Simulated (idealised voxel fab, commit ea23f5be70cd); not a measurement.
You're looking at the process module voxel transistor to metal.
In the cross-section labelled cut, the width is 175 nm and each square cell is 5 nm.
Square cells in a grid make up a cross-section in this document, and the grid is given as bands, listed from the top down, each one or more rows of cells.
Quick guide to a band line: top height, bottom height (nm) up front; then every material left to right with its width in nm. Only one material and it's marked "everywhere"? Then it fills the band edge to edge. And "air" just means empty space.
Zero point of the height axis is 0; under it, received wafer = one material. Lowest band: continues down indefinitely, "top 0, no bottom".
You'd read "30 to 40" like this: the band's top row of cells is as wide as the first number, its bottom row is as wide as the second, and going down, every row changes width by the same amount as the row before did.
It should be understood that the words "nothing different", when stated for a given step, signify that the cross-section underwent no change in any of its cells during that step.
Listed in "closed voids": every empty space of 8 or more cells without an open way to the top. Form: width x height at distance, the distance being from the left edge, all in nm.
Step line, after settings: the simulator's comment on this step.
You can add "overlay nm" to a step's line. For a step with a mask, it describes how far the mask lay to the right of its planned position, and a negative number describes a lay to the left.
**The planned process steps are enumerated hereunder**
- 1: RECEIVE | material Si
- 2: CONFORMAL_DEP | material SiO2 | thk nm 5
- 3: CONFORMAL_DEP | material SiN | thk nm 15
- 4: PATTERN | tone cover | mask id ACTIVE | material resist | width nm 105 | thk nm 20 | overlay nm 0
- 5: DIRECTIONAL_ETCH | etch materials SiN | depth nm 15
- 6: DIRECTIONAL_ETCH | etch materials SiO2 | depth nm 5
- 7: DIRECTIONAL_ETCH | etch materials Si | depth nm 25
- 8: STRIP | etch materials resist
- 9: FILL_DEP | material SiO2 | thk nm 15
- 10: CMP | height nm 20
- 11: SELECTIVE_ETCH | etch materials SiO2 | depth nm 5
- 12: STRIP | etch materials SiN
- 13: SELECTIVE_ETCH | etch materials SiO2 | depth nm 5
- 14: OXIDIZE | depth nm 5
- 15: DIRECTIONAL_DEP | material polySi | thk nm 20
- 16: DIRECTIONAL_DEP | material SiCN | thk nm 10
- 17: DIRECTIONAL_DEP | material aC | thk nm 15
- 18: PATTERN | tone cover | mask id GATE | material resist | width nm 25 | thk nm 30 | overlay nm 0
- 19: DIRECTIONAL_ETCH | etch materials aC | depth nm 15
- 20: STRIP | etch materials resist
- 21: DIRECTIONAL_ETCH | etch materials SiCN | depth nm 20
- 22: DIRECTIONAL_ETCH | etch materials polySi | depth nm 30
- 23: STRIP | etch materials aC
- 24: CONFORMAL_DEP | material SiN | thk nm 5
- 25: DIRECTIONAL_ETCH | etch materials SiN | depth nm 5
- 26: DIRECTIONAL_ETCH | etch materials SiO2 | depth nm 5
- 27: EPI | material SiGe | thk nm 5
- 28: FILL_DEP | material SiO2 | thk nm 5
- 29: CMP | height nm 20
- 30: STRIP | etch materials polySi
- 31: SELECTIVE_ETCH | etch materials SiO2 | depth nm 5
- 32: CONFORMAL_DEP | material HfO2 | thk nm 5
- 33: CONFORMAL_DEP | material TiN | thk nm 5
- 34: FILL_DEP | material W | thk nm 5
- 35: CMP | height nm 15
- 36: DIRECTIONAL_DEP | material SiO2 | thk nm 10
- 37: DIRECTIONAL_DEP | material aC | thk nm 15
- 38: PATTERN | tone open | mask id CONTACT | material resist | width nm 20 | pitch nm 75 | thk nm 30 | overlay nm 0
- 39: DIRECTIONAL_ETCH | etch materials aC | depth nm 15
- 40: STRIP | etch materials resist
- 41: DIRECTIONAL_ETCH | etch materials SiO2 | depth nm 25
- 42: STRIP | etch materials aC
- 43: CONFORMAL_DEP | material TiN | thk nm 5
- 44: FILL_DEP | material W | thk nm 5
- 45: CMP | height nm 25
- 46: CONFORMAL_DEP | material SiCN | thk nm 5
- 47: DIRECTIONAL_DEP | material lowk | thk nm 15
- 48: PATTERN | tone open | mask id METAL_1 | material resist | width nm 20 | pitch nm 75 | thk nm 15 | overlay nm 0
- 49: DIRECTIONAL_ETCH | etch materials lowk | depth nm 15
- 50: DIRECTIONAL_ETCH | etch materials SiCN | depth nm 5
- 51: STRIP | etch materials resist
- 52: CONFORMAL_DEP | material TiN | thk nm 5
- 53: FILL_DEP | material Ru | thk nm 10
- 54: CMP | height nm 45
- 55: CONFORMAL_DEP | material SiCN | thk nm 5
- 56: DIRECTIONAL_DEP | material lowk | thk nm 25
- 57: DIRECTIONAL_DEP | material aC | thk nm 10
- 58: PATTERN | tone open | mask id METAL_2 | material resist | width nm 20 | pitch nm 75 | thk nm 25 | overlay nm 0
- 59: DIRECTIONAL_ETCH | etch materials aC | depth nm 10
- 60: STRIP | etch materials resist
- 61: DIRECTIONAL_ETCH | etch materials lowk | depth nm 15
- 62: STRIP | etch materials aC
- 63: PATTERN | tone open | mask id METAL_2_HOLES | material resist | width nm 15 | pitch nm 75 | thk nm 20 | overlay nm 0
- 64: DIRECTIONAL_ETCH | etch materials lowk | depth nm 10
- 65: DIRECTIONAL_ETCH | etch materials SiCN | depth nm 5
- 66: STRIP | etch materials resist
- 67: CONFORMAL_DEP | material TiN | thk nm 5
- 68: FILL_DEP | material Ru | thk nm 5
- 69: CMP | height nm 75
- 70: CONFORMAL_DEP | material SiCN | thk nm 5
**As-received state of the wafer in cross-section, equivalent to post-step 1**
    top 0, no bottom  Si everywhere
    closed voids: none
**As-planned run: cross-section of the first of two wafers at end of module**
    top 80, bottom 75  SiCN everywhere
    top 75, bottom 65  40 of lowk; 5 of TiN; 10 of Ru; 5 of TiN; 55 of lowk; 5 of TiN; 10 of Ru; 5 of TiN; 40 of lowk
    top 65, bottom 60  40 of lowk; 5 of TiN; 5 of Ru; 10 of TiN; 55 of lowk; 5 of TiN; 5 of Ru; 10 of TiN; 40 of lowk
    top 60, bottom 50  40 of lowk; 5 of TiN; 5 of Ru; 5 of TiN; 60 of lowk; 5 of TiN; 5 of Ru; 5 of TiN; 45 of lowk
    top 50, bottom 45  40 of SiCN; 15 of TiN; 60 of SiCN; 15 of TiN; 45 of SiCN
    top 45, bottom 30  40 of lowk; 5 of TiN; 10 of Ru; 5 of TiN; 55 of lowk; 5 of TiN; 10 of Ru; 5 of TiN; 40 of lowk
    top 30, bottom 25  40 of SiCN; 20 of TiN; 55 of SiCN; 20 of TiN; 40 of SiCN
    top 25, bottom 15  40 of SiO2; 5 of TiN; 10 of W; 5 of TiN; 55 of SiO2; 5 of TiN; 10 of W; 5 of TiN; 40 of SiO2
    top 15, bottom 10  40 of SiO2; 5 of TiN; 10 of W; 5 of TiN; 10 of SiO2; 5 of SiN; 5 of HfO2; 5 of TiN; 5 of W; 5 of TiN; 5 of HfO2; 5 of SiN; 10 of SiO2; 5 of TiN; 10 of W; 5 of TiN; 40 of SiO2
    top 10, bottom 5  30 of SiO2; 5 of SiN; 5 of SiO2; 5 of TiN; 10 of W; 5 of TiN; 10 of SiO2; 5 of SiN; 5 of HfO2; 5 of TiN; 5 of W; 5 of TiN; 5 of HfO2; 5 of SiN; 10 of SiO2; 5 of TiN; 10 of W; 5 of TiN; 5 of SiO2; 5 of SiN; 30 of SiO2
    top 5, bottom 0  30 of SiO2; 5 of SiN; 5 of SiO2; 20 of TiN; 10 of SiO2; 5 of SiN; 5 of HfO2; 15 of TiN; 5 of HfO2; 5 of SiN; 10 of SiO2; 20 of TiN; 5 of SiO2; 5 of SiN; 30 of SiO2
    top 0, bottom -5  35 of SiO2; 35 of SiGe; 35 of HfO2; 35 of SiGe; 35 of SiO2
    top -5, bottom -25  35 of SiO2; 105 of Si; 35 of SiO2
    top -25, no bottom  Si everywhere
    closed voids: none
**Cross-sectional view of the second of two wafers upon completion of the module. This wafer shared its starting condition and process plan with the first; one error was made during its execution**
    top 80, bottom 75  SiCN everywhere
    top 75, bottom 65  40 of lowk; 5 of TiN; 10 of Ru; 5 of TiN; 55 of lowk; 5 of TiN; 10 of Ru; 5 of TiN; 40 of lowk
    top 65, bottom 60  40 of lowk; 5 of TiN; 5 of Ru; 10 of TiN; 55 of lowk; 5 of TiN; 5 of Ru; 10 of TiN; 40 of lowk
    top 60, bottom 50  40 of lowk; 5 of TiN; 5 of Ru; 5 of TiN; 60 of lowk; 5 of TiN; 5 of Ru; 5 of TiN; 45 of lowk
    top 50, bottom 45  40 of SiCN; 15 of TiN; 60 of SiCN; 15 of TiN; 45 of SiCN
    top 45, bottom 30  40 of lowk; 5 of TiN; 10 of Ru; 5 of TiN; 55 of lowk; 5 of TiN; 10 of Ru; 5 of TiN; 40 of lowk
    top 30, bottom 25  40 of SiCN; 20 of TiN; 55 of SiCN; 20 of TiN; 40 of SiCN
    top 25, bottom 15  40 of SiO2; 5 of TiN; 10 of W; 5 of TiN; 55 of SiO2; 5 of TiN; 10 of W; 5 of TiN; 40 of SiO2
    top 15, bottom 10  40 of SiO2; 5 of TiN; 10 of W; 5 of TiN; 10 of SiO2; 5 of SiN; 5 of TiN; 15 of W; 5 of TiN; 5 of SiN; 10 of SiO2; 5 of TiN; 10 of W; 5 of TiN; 40 of SiO2
    top 10, bottom 5  30 of SiO2; 5 of SiN; 5 of SiO2; 5 of TiN; 10 of W; 5 of TiN; 10 of SiO2; 5 of SiN; 5 of TiN; 15 of W; 5 of TiN; 5 of SiN; 10 of SiO2; 5 of TiN; 10 of W; 5 of TiN; 5 of SiO2; 5 of SiN; 30 of SiO2
    top 5, bottom 0  30 of SiO2; 5 of SiN; 5 of SiO2; 20 of TiN; 10 of SiO2; 5 of SiN; 5 of TiN; 15 of W; 5 of TiN; 5 of SiN; 10 of SiO2; 20 of TiN; 5 of SiO2; 5 of SiN; 30 of SiO2
    top 0, bottom -5  35 of SiO2; 35 of SiGe; 35 of TiN; 35 of SiGe; 35 of SiO2
    top -5, bottom -25  35 of SiO2; 105 of Si; 35 of SiO2
    top -25, no bottom  Si everywhere
    closed voids: none
The plan and the run diverged here: step 32 of the plan was excluded from execution and never run
Final comparison by cell count, materials where the second wafer has more or fewer than the first: -13 HfO2; +6 TiN; +7 W
